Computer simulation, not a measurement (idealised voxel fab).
Documented hereafter: the process module known as voxel capacitor over wiring.
cross-section cut | 150 nm wide | cells 5 nm
For the purposes of this document, a cross-section shall be understood as a grid of square cells, specified as bands listed in top-to-bottom order, each band consisting of one or more rows of cells. Heads up on the band format: heights come first, top then bottom, in nm. After that it's the materials left to right, each with its width in nm. A single material flagged "all across" fills the whole band edge to edge, and "air" means there's empty space there. Zero point of the height axis is 0; under it, received wafer = one material. Lowest band: continues down indefinitely, "0 down". Think of "30->40" as a width that walks from the first number to the second as you go down the band, top row to bottom row, taking equal-sized steps from row to row. Step marked "left unchanged"? Then no cell in the cross-section changed in it. Closed-off voids of 8+ cells (no open route to the top) go in "Enclosed voids", written width x height at distance from the left edge, in nm. after a step's settings: what the simulator itself notes on the step. A step line may carry the setting "overlay nm", which, for steps involving a mask, states the distance by which the mask lay to the right of its intended position; negative values denote displacement to the left.
These are the steps we planned for the process:
- 1: RECEIVE, material Si
- 2: CONFORMAL_DEP, material SiO2, thk nm 15
- 3: CONFORMAL_DEP, material SiCN, thk nm 5
- 4: DIRECTIONAL_DEP, material lowk, thk nm 20
- 5: DIRECTIONAL_DEP, material aC, thk nm 15
- 6: PATTERN, tone open, mask id METAL_1, material resist, width nm 20, pitch nm 90, thk nm 35, overlay nm 0
- 7: DIRECTIONAL_ETCH, etch materials aC, depth nm 15
- 8: STRIP, etch materials resist
- 9: DIRECTIONAL_ETCH, etch materials lowk, depth nm 20
- 10: DIRECTIONAL_ETCH, etch materials SiCN, depth nm 5
- 11: STRIP, etch materials aC
- 12: CONFORMAL_DEP, material TiN, thk nm 5
- 13: FILL_DEP, material Cu, thk nm 10
- 14: CMP, height nm 40
- 15: CONFORMAL_DEP, material SiCN, thk nm 5
- 16: DIRECTIONAL_DEP, material SiO2, thk nm 10
- 17: DIRECTIONAL_DEP, material aC, thk nm 10
- 18: PATTERN, tone open, mask id PLUG_1, material resist, width nm 15, thk nm 25, overlay nm 0
- 19: DIRECTIONAL_ETCH, etch materials aC, depth nm 10
- 20: STRIP, etch materials resist
- 21: DIRECTIONAL_ETCH, etch materials SiO2, depth nm 10
- 22: DIRECTIONAL_ETCH, etch materials SiCN, depth nm 5
- 23: STRIP, etch materials aC
- 24: EPI, material Ru, thk nm 10
- 25: EPI, material Ru, thk nm 5
- 26: DIRECTIONAL_DEP, material TiN, thk nm 10
- 27: DIRECTIONAL_DEP, material SiN, thk nm 5
- 28: DIRECTIONAL_DEP, material TiN, thk nm 10
- 29: MASKED_ETCH, tone cover, mask id UPPER_PLATE, width nm 75, etch materials TiN, depth nm 10, overlay nm 0
- 30: MASKED_ETCH, tone cover, mask id UPPER_PLATE, width nm 75, etch materials SiN, depth nm 5, overlay nm 0
- 31: MASKED_ETCH, tone cover, mask id LOWER_PLATE, width nm 85, etch materials TiN, depth nm 10, overlay nm 0
- 32: FILL_DEP, material SiO2, thk nm 15
- 33: CMP, height nm 90
- 34: MASKED_ETCH, tone open, mask id PLUG_2, width nm 15, etch materials SiO2, depth nm 10, overlay nm 0
- 35: CONFORMAL_DEP, material TiN, thk nm 5
- 36: FILL_DEP, material Cu, thk nm 10
- 37: CMP, height nm 90
- 38: CONFORMAL_DEP, material SiCN, thk nm 5
The first of the two wafers, which ran as planned:
Cross-sectional view of the wafer in its as-received condition, corresponding to the state after step 1:
    0 down | Si all across
    Enclosed voids: none
Cross-section of the wafer subsequent to step 2:
    15 to 0 | SiO2 all across
    Whatever lies below 0 is exactly as it was before.
Cross-section of the wafer subsequent to step 3:
    20 to 15 | SiCN all across
    Whatever lies below 15 is exactly as it was before.
Cross-section of the wafer subsequent to step 4:
    40 to 20 | lowk all across
    Whatever lies below 20 is exactly as it was before.
Cross-section of the wafer subsequent to step 5:
    55 to 40 | aC all across
    Whatever lies below 40 is exactly as it was before.
Cross-section of the wafer subsequent to step 6:
    90 to 55 | resist: 20 / air: 20 / resist: 70 / air: 20 / resist: 20
    Whatever lies below 55 is exactly as it was before.
Cross-section of the wafer subsequent to step 7:
    75 to 55 | resist: 20 / air: 20 / resist: 70 / air: 20 / resist: 20
    55 to 40 | aC: 20 / air: 20 / aC: 70 / air: 20 / aC: 20
    Whatever lies below 40 is exactly as it was before.
Cross-section of the wafer subsequent to step 8:
    55 to 40 | aC: 20 / air: 20 / aC: 70 / air: 20 / aC: 20
    Whatever lies below 40 is exactly as it was before.
Cross-section of the wafer subsequent to step 9:
    55 to 40 | aC: 20 / air: 20 / aC: 70 / air: 20 / aC: 20
    40 to 20 | lowk: 20 / air: 20 / lowk: 70 / air: 20 / lowk: 20
    Whatever lies below 20 is exactly as it was before.
Cross-section of the wafer subsequent to step 10:
    55 to 40 | aC: 20 / air: 20 / aC: 70 / air: 20 / aC: 20
    40 to 20 | lowk: 20 / air: 20 / lowk: 70 / air: 20 / lowk: 20
    20 to 15 | SiCN: 20 / air: 20 / SiCN: 70 / air: 20 / SiCN: 20
    Whatever lies below 15 is exactly as it was before.
Cross-section of the wafer subsequent to step 11:
    40 to 20 | lowk: 20 / air: 20 / lowk: 70 / air: 20 / lowk: 20
    Whatever lies below 20 is exactly as it was before.
Cross-section of the wafer subsequent to step 12:
    45 to 40 | TiN: 25 / air: 10 / TiN: 80 / air: 10 / TiN: 25
    40 to 20 | lowk: 20 / TiN: 5 / air: 10 / TiN: 5 / lowk: 70 / TiN: 5 / air: 10 / TiN: 5 / lowk: 20
    20 to 15 | SiCN: 20 / TiN: 20 / SiCN: 70 / TiN: 20 / SiCN: 20
    Whatever lies below 15 is exactly as it was before.
Cross-section of the wafer subsequent to step 13:
    55 to 45 | Cu all across
    45 to 40 | TiN: 25 / Cu: 10 / TiN: 80 / Cu: 10 / TiN: 25
    40 to 20 | lowk: 20 / TiN: 5 / Cu: 10 / TiN: 5 / lowk: 70 / TiN: 5 / Cu: 10 / TiN: 5 / lowk: 20
    Whatever lies below 20 is exactly as it was before.
Cross-section of the wafer subsequent to step 14:
    40 to 20 | lowk: 20 / TiN: 5 / Cu: 10 / TiN: 5 / lowk: 70 / TiN: 5 / Cu: 10 / TiN: 5 / lowk: 20
    Whatever lies below 20 is exactly as it was before.
Cross-section of the wafer subsequent to step 15:
    45 to 40 | SiCN all across
    Whatever lies below 40 is exactly as it was before.
Cross-section of the wafer subsequent to step 16:
    55 to 45 | SiO2 all across
    Whatever lies below 45 is exactly as it was before.
Cross-section of the wafer subsequent to step 17:
    65 to 55 | aC all across
    Whatever lies below 55 is exactly as it was before.
Cross-section of the wafer subsequent to step 18:
    90 to 65 | resist: 25 / air: 15 / resist: 110
    Whatever lies below 65 is exactly as it was before.
Cross-section of the wafer subsequent to step 19:
    80 to 65 | resist: 25 / air: 15 / resist: 110
    65 to 55 | aC: 25 / air: 15 / aC: 110
    Whatever lies below 55 is exactly as it was before.
Cross-section of the wafer subsequent to step 20:
    65 to 55 | aC: 25 / air: 15 / aC: 110
    Whatever lies below 55 is exactly as it was before.
Cross-section of the wafer subsequent to step 21:
    65 to 55 | aC: 25 / air: 15 / aC: 110
    55 to 45 | SiO2: 25 / air: 15 / SiO2: 110
    Whatever lies below 45 is exactly as it was before.
Cross-section of the wafer subsequent to step 22:
    65 to 55 | aC: 25 / air: 15 / aC: 110
    55 to 45 | SiO2: 25 / air: 15 / SiO2: 110
    45 to 40 | SiCN: 25 / air: 15 / SiCN: 110
    Whatever lies below 40 is exactly as it was before.
Cross-section of the wafer subsequent to step 23:
    55 to 45 | SiO2: 25 / air: 15 / SiO2: 110
    Whatever lies below 45 is exactly as it was before.
Cross-section of the wafer subsequent to step 24:
    55 to 50 | SiO2: 25 / air: 15 / SiO2: 110
    50 to 45 | SiO2: 25 / Ru: 15 / SiO2: 110
    45 to 40 | SiCN: 25 / Ru: 15 / SiCN: 110
    Whatever lies below 40 is exactly as it was before.
Cross-section of the wafer subsequent to step 25:
    55 to 45 | SiO2: 25 / Ru: 15 / SiO2: 110
    Whatever lies below 45 is exactly as it was before.
Cross-section of the wafer subsequent to step 26:
    65 to 55 | TiN all across
    Whatever lies below 55 is exactly as it was before.
Cross-section of the wafer subsequent to step 27:
    70 to 65 | SiN all across
    Whatever lies below 65 is exactly as it was before.
Cross-section of the wafer subsequent to step 28:
    80 to 70 | TiN all across
    Whatever lies below 70 is exactly as it was before.
Cross-section of the wafer subsequent to step 29:
    80 to 70 | air: 25 / TiN: 75 / air: 50
    Whatever lies below 70 is exactly as it was before.
Cross-section of the wafer subsequent to step 30:
    80 to 70 | air: 25 / TiN: 75 / air: 50
    70 to 65 | air: 25 / SiN: 75 / air: 50
    Whatever lies below 65 is exactly as it was before.
Cross-section of the wafer subsequent to step 31:
    80 to 70 | air: 25 / TiN: 75 / air: 50
    70 to 65 | air: 25 / SiN: 75 / air: 50
    65 to 55 | air: 20 / TiN: 85 / air: 45
    Whatever lies below 55 is exactly as it was before.
Cross-section of the wafer subsequent to step 32:
    95 to 80 | SiO2 all across
    80 to 70 | SiO2: 25 / TiN: 75 / SiO2: 50
    70 to 65 | SiO2: 25 / SiN: 75 / SiO2: 50
    65 to 55 | SiO2: 20 / TiN: 85 / SiO2: 45
    Whatever lies below 55 is exactly as it was before.
Cross-section of the wafer subsequent to step 33:
    90 to 80 | SiO2 all across
    Whatever lies below 80 is exactly as it was before.
Cross-section of the wafer subsequent to step 34:
    90 to 80 | SiO2: 35 / air: 15 / SiO2: 100
    Whatever lies below 80 is exactly as it was before.
Cross-section of the wafer subsequent to step 35:
    95 to 90 | TiN: 40 / air: 5 / TiN: 105
    90 to 85 | SiO2: 35 / TiN: 5 / air: 5 / TiN: 5 / SiO2: 100
    85 to 80 | SiO2: 35 / TiN: 15 / SiO2: 100
    Whatever lies below 80 is exactly as it was before.
Cross-section of the wafer subsequent to step 36:
    105 to 95 | Cu all across
    95 to 90 | TiN: 40 / Cu: 5 / TiN: 105
    90 to 85 | SiO2: 35 / TiN: 5 / Cu: 5 / TiN: 5 / SiO2: 100
    Whatever lies below 85 is exactly as it was before.
Cross-section of the wafer subsequent to step 37:
    90 to 85 | SiO2: 35 / TiN: 5 / Cu: 5 / TiN: 5 / SiO2: 100
    Whatever lies below 85 is exactly as it was before.
Cross-section of the wafer subsequent to step 38:
    95 to 90 | SiCN all across
    Whatever lies below 90 is exactly as it was before.
Second Wafer (Identical Start and Plan, One Processing Error; Matches First Wafer Through Step 23):
Second wafer, cross-section, planned end of step 24:
    60 to 55 | air: 20 / Ru: 25 / air: 105
    55 to 45 | SiO2: 25 / Ru: 15 / SiO2: 110
    45 to 40 | SiCN: 25 / Ru: 15 / SiCN: 110
    Whatever lies below 40 is exactly as it was before.
Second wafer, cross-section, planned end of step 25:
    65 to 55 | air: 15 / Ru: 35 / air: 100
    Whatever lies below 55 is exactly as it was before.
Second wafer, cross-section, planned end of step 26:
    75 to 65 | air: 15 / TiN: 35 / air: 100
    65 to 55 | TiN: 15 / Ru: 35 / TiN: 100
    Whatever lies below 55 is exactly as it was before.
Second wafer, cross-section, planned end of step 27:
    80 to 75 | air: 15 / SiN: 35 / air: 100
    75 to 70 | air: 15 / TiN: 35 / air: 100
    70 to 65 | SiN: 15 / TiN: 35 / SiN: 100
    Whatever lies below 65 is exactly as it was before.
Second wafer, cross-section, planned end of step 28:
    90 to 80 | air: 15 / TiN: 35 / air: 100
    80 to 75 | TiN: 15 / SiN: 35 / TiN: 100
    75 to 70 | TiN all across
    Whatever lies below 70 is exactly as it was before.
Second wafer, cross-section, planned end of step 29:
    90 to 80 | air: 25 / TiN: 25 / air: 100
    80 to 75 | air: 15 / SiN: 35 / TiN: 50 / air: 50
    75 to 70 | air: 15 / TiN: 85 / air: 50
    Whatever lies below 70 is exactly as it was before.
Second wafer, cross-section, planned end of step 30:
    90 to 80 | air: 25 / TiN: 25 / air: 100
    80 to 75 | air: 25 / SiN: 25 / TiN: 50 / air: 50
    75 to 70 | air: 15 / TiN: 85 / air: 50
    70 to 65 | air: 15 / TiN: 35 / SiN: 50 / air: 50
    Whatever lies below 65 is exactly as it was before.
Second wafer, cross-section, planned end of step 31:
    90 to 80 | air: 25 / TiN: 25 / air: 100
    80 to 75 | air: 25 / SiN: 25 / TiN: 50 / air: 50
    75 to 70 | air: 20 / TiN: 80 / air: 50
    70 to 65 | air: 20 / TiN: 30 / SiN: 50 / air: 50
    65 to 55 | air: 15 / Ru: 35 / TiN: 55 / air: 45
    Whatever lies below 55 is exactly as it was before.
Second wafer, cross-section, planned end of step 32:
    105 to 90 | SiO2 all across
    90 to 80 | SiO2: 25 / TiN: 25 / SiO2: 100
    80 to 75 | SiO2: 25 / SiN: 25 / TiN: 50 / SiO2: 50
    75 to 70 | SiO2: 20 / TiN: 80 / SiO2: 50
    70 to 65 | SiO2: 20 / TiN: 30 / SiN: 50 / SiO2: 50
    65 to 55 | SiO2: 15 / Ru: 35 / TiN: 55 / SiO2: 45
    Whatever lies below 55 is exactly as it was before.
Second wafer, cross-section, planned end of step 33:
    90 to 80 | SiO2: 25 / TiN: 25 / SiO2: 100
    Whatever lies below 80 is exactly as it was before.
Second wafer, cross-section, planned end of step 34: left unchanged
Second wafer, cross-section, planned end of step 35:
    95 to 90 | TiN all across
    Whatever lies below 90 is exactly as it was before.
Second wafer, cross-section, planned end of step 36:
    105 to 95 | Cu all across
    Whatever lies below 95 is exactly as it was before.
Second wafer, cross-section, planned end of step 37:
    90 to 80 | SiO2: 25 / TiN: 25 / SiO2: 100
    Whatever lies below 80 is exactly as it was before.
Second wafer, cross-section, planned end of step 38:
    95 to 90 | SiCN all across
    Whatever lies below 90 is exactly as it was before.
What went wrong in running the wafer? yeah, plan step 24 got run twice
Final cells, second wafer relative to first, materials higher or lower: Cu -1 | Ru +14 | SiO2 -8 | TiN -5
